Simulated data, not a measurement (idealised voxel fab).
Name of the process module below: voxel tone inversion
Section cut is 200 nm wide and gridded with 5 nm square cells.
For the purposes of this document, a cross-section shall be understood as a grid of square cells, specified as bands listed in top-to-bottom order, each band consisting of one or more rows of cells. What a band's entry tells you: where the top is and where the bottom is, as heights in nm, and after that what lies inside, material by material from left to right, each with its width in nm. Empty space is written as the word "blank", and a single material marked with the word "full width" occupies the band from edge to edge. Below 0: as-received wafer, all one material; heights counted from there. Lowest band: no bottom, goes on down, written "0 and below". A two-number width, for instance "30..40", indicates that the width is equal to the first number in the top row of the band and to the second number in the bottom row, and that it changes by a constant amount per row of cells. Step marked "remained the same"? Then no cell in the cross-section changed in it. Each empty space that has no open way to the top and spans at least 8 cells appears under "Voids lacking openings" as width x height at distance, the distance counted from the left edge, all in nm. Formally, on a step line, whatever follows the settings is a remark that the simulator itself makes on the step. "overlay nm" on a masked step: distance the mask lay right of its planned place, negative for left.
## Process steps foreseen in the plan
step 1: RECEIVE [material Si]
step 2: CONFORMAL_DEP [material SiCN] [thk nm 5]
step 3: DIRECTIONAL_DEP [material polySi] [thk nm 25]
step 4: PATTERN [tone cover] [mask id POSTS] [material resist] [width nm 25] [pitch nm 45] [thk nm 30] [overlay nm 0]
step 5: DIRECTIONAL_ETCH [etch materials polySi] [depth nm 25]
step 6: STRIP [etch materials resist]
step 7: FILL_DEP [material lowk] [thk nm 10]
step 8: CMP [height nm 30]
step 9: STRIP [etch materials polySi]
step 10: CONFORMAL_DEP [material TiN] [thk nm 5]
step 11: FILL_DEP [material Cu] [thk nm 10]
step 12: CMP [height nm 30]
step 13: CONFORMAL_DEP [material SiN] [thk nm 5]
## First wafer out of two, processed as planned
## Wafer cross-section on receipt, i.e. after step 1
  0 and below: Si full width
  Voids lacking openings: none
## State of the wafer after step 2, shown in cross-section
  5 down to 0: SiCN full width
  Beneath the level 0, the cross-section is identical to its previous state.
## State of the wafer after step 3, shown in cross-section
  30 down to 5: polySi full width
  Beneath the level 5, the cross-section is identical to its previous state.
## State of the wafer after step 4, shown in cross-section
  60 down to 30: blank 40, then resist 25, then blank 20, then resist 25, then blank 20, then resist 25, then blank 45
  Beneath the level 30, the cross-section is identical to its previous state.
## State of the wafer after step 5, shown in cross-section
  60 down to 30: blank 40, then resist 25, then blank 20, then resist 25, then blank 20, then resist 25, then blank 45
  30 down to 5: blank 40, then polySi 25, then blank 20, then polySi 25, then blank 20, then polySi 25, then blank 45
  Beneath the level 5, the cross-section is identical to its previous state.
## State of the wafer after step 6, shown in cross-section
  30 down to 5: blank 40, then polySi 25, then blank 20, then polySi 25, then blank 20, then polySi 25, then blank 45
  Beneath the level 5, the cross-section is identical to its previous state.
## State of the wafer after step 7, shown in cross-section
  40 down to 30: lowk full width
  30 down to 5: lowk 40, then polySi 25, then lowk 20, then polySi 25, then lowk 20, then polySi 25, then lowk 45
  Beneath the level 5, the cross-section is identical to its previous state.
## State of the wafer after step 8, shown in cross-section
  30 down to 5: lowk 40, then polySi 25, then lowk 20, then polySi 25, then lowk 20, then polySi 25, then lowk 45
  Beneath the level 5, the cross-section is identical to its previous state.
## State of the wafer after step 9, shown in cross-section
  30 down to 5: lowk 40, then blank 25, then lowk 20, then blank 25, then lowk 20, then blank 25, then lowk 45
  Beneath the level 5, the cross-section is identical to its previous state.
## State of the wafer after step 10, shown in cross-section
  35 down to 30: TiN 45, then blank 15, then TiN 30, then blank 15, then TiN 30, then blank 15, then TiN 50
  30 down to 10: lowk 40, then TiN 5, then blank 15, then TiN 5, then lowk 20, then TiN 5, then blank 15, then TiN 5, then lowk 20, then TiN 5, then blank 15, then TiN 5, then lowk 45
  10 down to 5: lowk 40, then TiN 25, then lowk 20, then TiN 25, then lowk 20, then TiN 25, then lowk 45
  Beneath the level 5, the cross-section is identical to its previous state.
## State of the wafer after step 11, shown in cross-section
  45 down to 35: Cu full width
  35 down to 30: TiN 45, then Cu 15, then TiN 30, then Cu 15, then TiN 30, then Cu 15, then TiN 50
  30 down to 10: lowk 40, then TiN 5, then Cu 15, then TiN 5, then lowk 20, then TiN 5, then Cu 15, then TiN 5, then lowk 20, then TiN 5, then Cu 15, then TiN 5, then lowk 45
  Beneath the level 10, the cross-section is identical to its previous state.
## State of the wafer after step 12, shown in cross-section
  30 down to 10: lowk 40, then TiN 5, then Cu 15, then TiN 5, then lowk 20, then TiN 5, then Cu 15, then TiN 5, then lowk 20, then TiN 5, then Cu 15, then TiN 5, then lowk 45
  Beneath the level 10, the cross-section is identical to its previous state.
## State of the wafer after step 13, shown in cross-section
  35 down to 30: SiN full width
  Beneath the level 30, the cross-section is identical to its previous state.
## Second wafer, same starting state and plan as the first, one mistake in the run, identical through step 3
## X-section, second wafer, when step 4 was due to finish
  60 down to 30: resist 40, then blank 25, then resist 20, then blank 25, then resist 20, then blank 25, then resist 45
  Beneath the level 30, the cross-section is identical to its previous state.
## X-section, second wafer, when step 5 was due to finish
  60 down to 30: resist 40, then blank 25, then resist 20, then blank 25, then resist 20, then blank 25, then resist 45
  30 down to 5: polySi 40, then blank 25, then polySi 20, then blank 25, then polySi 20, then blank 25, then polySi 45
  Beneath the level 5, the cross-section is identical to its previous state.
## X-section, second wafer, when step 6 was due to finish
  30 down to 5: polySi 40, then blank 25, then polySi 20, then blank 25, then polySi 20, then blank 25, then polySi 45
  Beneath the level 5, the cross-section is identical to its previous state.
## X-section, second wafer, when step 7 was due to finish
  40 down to 30: lowk full width
  30 down to 5: polySi 40, then lowk 25, then polySi 20, then lowk 25, then polySi 20, then lowk 25, then polySi 45
  Beneath the level 5, the cross-section is identical to its previous state.
## X-section, second wafer, when step 8 was due to finish
  30 down to 5: polySi 40, then lowk 25, then polySi 20, then lowk 25, then polySi 20, then lowk 25, then polySi 45
  Beneath the level 5, the cross-section is identical to its previous state.
## X-section, second wafer, when step 9 was due to finish
  30 down to 5: blank 40, then lowk 25, then blank 20, then lowk 25, then blank 20, then lowk 25, then blank 45
  Beneath the level 5, the cross-section is identical to its previous state.
## X-section, second wafer, when step 10 was due to finish
  35 down to 30: blank 35, then TiN 35, then blank 10, then TiN 35, then blank 10, then TiN 35, then blank 40
  30 down to 10: blank 35, then TiN 5, then lowk 25, then TiN 5, then blank 10, then TiN 5, then lowk 25, then TiN 5, then blank 10, then TiN 5, then lowk 25, then TiN 5, then blank 40
  10 down to 5: TiN 40, then lowk 25, then TiN 20, then lowk 25, then TiN 20, then lowk 25, then TiN 45
  Beneath the level 5, the cross-section is identical to its previous state.
## X-section, second wafer, when step 11 was due to finish
  45 down to 35: Cu full width
  35 down to 30: Cu 35, then TiN 35, then Cu 10, then TiN 35, then Cu 10, then TiN 35, then Cu 40
  30 down to 10: Cu 35, then TiN 5, then lowk 25, then TiN 5, then Cu 10, then TiN 5, then lowk 25, then TiN 5, then Cu 10, then TiN 5, then lowk 25, then TiN 5, then Cu 40
  Beneath the level 10, the cross-section is identical to its previous state.
## X-section, second wafer, when step 12 was due to finish
  30 down to 10: Cu 35, then TiN 5, then lowk 25, then TiN 5, then Cu 10, then TiN 5, then lowk 25, then TiN 5, then Cu 10, then TiN 5, then lowk 25, then TiN 5, then Cu 40
  Beneath the level 10, the cross-section is identical to its previous state.
## X-section, second wafer, when step 13 was due to finish
  35 down to 30: SiN full width
  Beneath the level 30, the cross-section is identical to its previous state.
Heads up, the wafer didn't run the way we planned it: for step 4, the planned setting was not used; the step was instead run as PATTERN [tone open] [mask id POSTS] [material resist] [width nm 25] [pitch nm 45] [thk nm 30] [overlay nm 0]
At the finish, the second wafer shows more or fewer cells for some materials than the first does: Cu: 40 more, TiN: 10 more, lowk: 50 fewer
